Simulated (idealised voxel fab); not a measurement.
Module name: voxel tone inversion (process module)
The width of the displayed cross-section, cut, is 220 nm; its cells are square, with a size of 5 nm.
In this document a cross-section is written as a grid of square cells. It is given as a series of bands, listed from the top down, and a band is one or more rows of cells.
Quick guide to a band line: top height, bottom height (nm) up front; then every material left to right with its width in nm. Only one material and it's marked "full width"? Then it fills the band edge to edge. And "air" just means empty space.
Measure heights from 0. That's the level where, below it, the as-received wafer is all one material. The lowest band is bottomless and extends downward; write it as in "0 and below".
A width such as "30 to 40" changes by the same amount from each row of cells to the next, from the band's top row to its bottom row.
Where the words "no change occurred" appear for a step, the cross-section shows no cell changed by that step; every cell remained as before.
Heads up: "Sealed void listing" only lists the empty pockets with no open path to the top that are 8 cells or more, and it writes them as width x height at distance, distance from the left edge, in nm.
Heads up: the bit after the settings on a step's line is the simulator's remark on that step.
The optional step-line setting "overlay nm" applies to steps with a mask and quantifies how far to the right of its planned location the mask lay, a negative value indicating leftward placement.

### The following list gives the planned process steps
step 1: RECEIVE [material Si]
step 2: CONFORMAL_DEP [material SiN] [thk nm 10]
step 3: DIRECTIONAL_DEP [material polySi] [thk nm 25]
step 4: PATTERN [tone cover] [mask id POSTS] [material resist] [width nm 20] [pitch nm 45] [thk nm 30] [overlay nm 0]
step 5: DIRECTIONAL_ETCH [etch materials polySi] [depth nm 25]
step 6: STRIP [etch materials resist]
step 7: FILL_DEP [material lowk] [thk nm 10]
step 8: CMP [height nm 35]
step 9: STRIP [etch materials polySi]
step 10: CONFORMAL_DEP [material TiN] [thk nm 5]
step 11: FILL_DEP [material Cu] [thk nm 5]
step 12: CMP [height nm 35]
step 13: CONFORMAL_DEP [material SiCN] [thk nm 5]

### The first of two wafers, run as planned

### Incoming wafer in cross-section (state: after step 1)
	0 and below  Si full width
	Sealed void listing: none

### Cross-section of the wafer subsequent to step 2
	10 down to 0  SiN full width
	Anything lower than 0 is untouched.

### Cross-section of the wafer subsequent to step 3
	35 down to 10  polySi full width
	Anything lower than 10 is untouched.

### Cross-section of the wafer subsequent to step 4
	65 down to 35  air 30; resist 20; air 25; resist 20; air 25; resist 20; air 25; resist 20; air 35
	Anything lower than 35 is untouched.

### Cross-section of the wafer subsequent to step 5
	65 down to 35  air 30; resist 20; air 25; resist 20; air 25; resist 20; air 25; resist 20; air 35
	35 down to 10  air 30; polySi 20; air 25; polySi 20; air 25; polySi 20; air 25; polySi 20; air 35
	Anything lower than 10 is untouched.

### Cross-section of the wafer subsequent to step 6
	35 down to 10  air 30; polySi 20; air 25; polySi 20; air 25; polySi 20; air 25; polySi 20; air 35
	Anything lower than 10 is untouched.

### Cross-section of the wafer subsequent to step 7
	45 down to 35  lowk full width
	35 down to 10  lowk 30; polySi 20; lowk 25; polySi 20; lowk 25; polySi 20; lowk 25; polySi 20; lowk 35
	Anything lower than 10 is untouched.

### Cross-section of the wafer subsequent to step 8
	35 down to 10  lowk 30; polySi 20; lowk 25; polySi 20; lowk 25; polySi 20; lowk 25; polySi 20; lowk 35
	Anything lower than 10 is untouched.

### Cross-section of the wafer subsequent to step 9
	35 down to 10  lowk 30; air 20; lowk 25; air 20; lowk 25; air 20; lowk 25; air 20; lowk 35
	Anything lower than 10 is untouched.

### Cross-section of the wafer subsequent to step 10
	40 down to 35  TiN 35; air 10; TiN 35; air 10; TiN 35; air 10; TiN 35; air 10; TiN 40
	35 down to 15  lowk 30; TiN 5; air 10; TiN 5; lowk 25; TiN 5; air 10; TiN 5; lowk 25; TiN 5; air 10; TiN 5; lowk 25; TiN 5; air 10; TiN 5; lowk 35
	15 down to 10  lowk 30; TiN 20; lowk 25; TiN 20; lowk 25; TiN 20; lowk 25; TiN 20; lowk 35
	Anything lower than 10 is untouched.

### Cross-section of the wafer subsequent to step 11
	45 down to 40  Cu full width
	40 down to 35  TiN 35; Cu 10; TiN 35; Cu 10; TiN 35; Cu 10; TiN 35; Cu 10; TiN 40
	35 down to 15  lowk 30; TiN 5; Cu 10; TiN 5; lowk 25; TiN 5; Cu 10; TiN 5; lowk 25; TiN 5; Cu 10; TiN 5; lowk 25; TiN 5; Cu 10; TiN 5; lowk 35
	Anything lower than 15 is untouched.

### Cross-section of the wafer subsequent to step 12
	35 down to 15  lowk 30; TiN 5; Cu 10; TiN 5; lowk 25; TiN 5; Cu 10; TiN 5; lowk 25; TiN 5; Cu 10; TiN 5; lowk 25; TiN 5; Cu 10; TiN 5; lowk 35
	Anything lower than 15 is untouched.

### Cross-section of the wafer subsequent to step 13
	40 down to 35  SiCN full width
	Anything lower than 35 is untouched.

### Okay, second wafer. Nothing different at the start, nothing different in the plan, just one mistake somewhere in the running. As far as step 11, counting that step, it's the first wafer all over again

### Second wafer, section view, time point: scheduled end of step 12
	40 down to 35  TiN 35; Cu 10; TiN 35; Cu 10; TiN 35; Cu 10; TiN 35; Cu 10; TiN 40
	Anything lower than 35 is untouched.

### Second wafer, section view, time point: scheduled end of step 13
	45 down to 40  SiCN full width
	Anything lower than 40 is untouched.
Against the plan, the run slipped here: contrary to plan, step 12 was performed as CMP [height nm 40]
Final wafer comparison in cells, second versus first, more or fewer per material: Cu: 8 more; TiN: 36 more
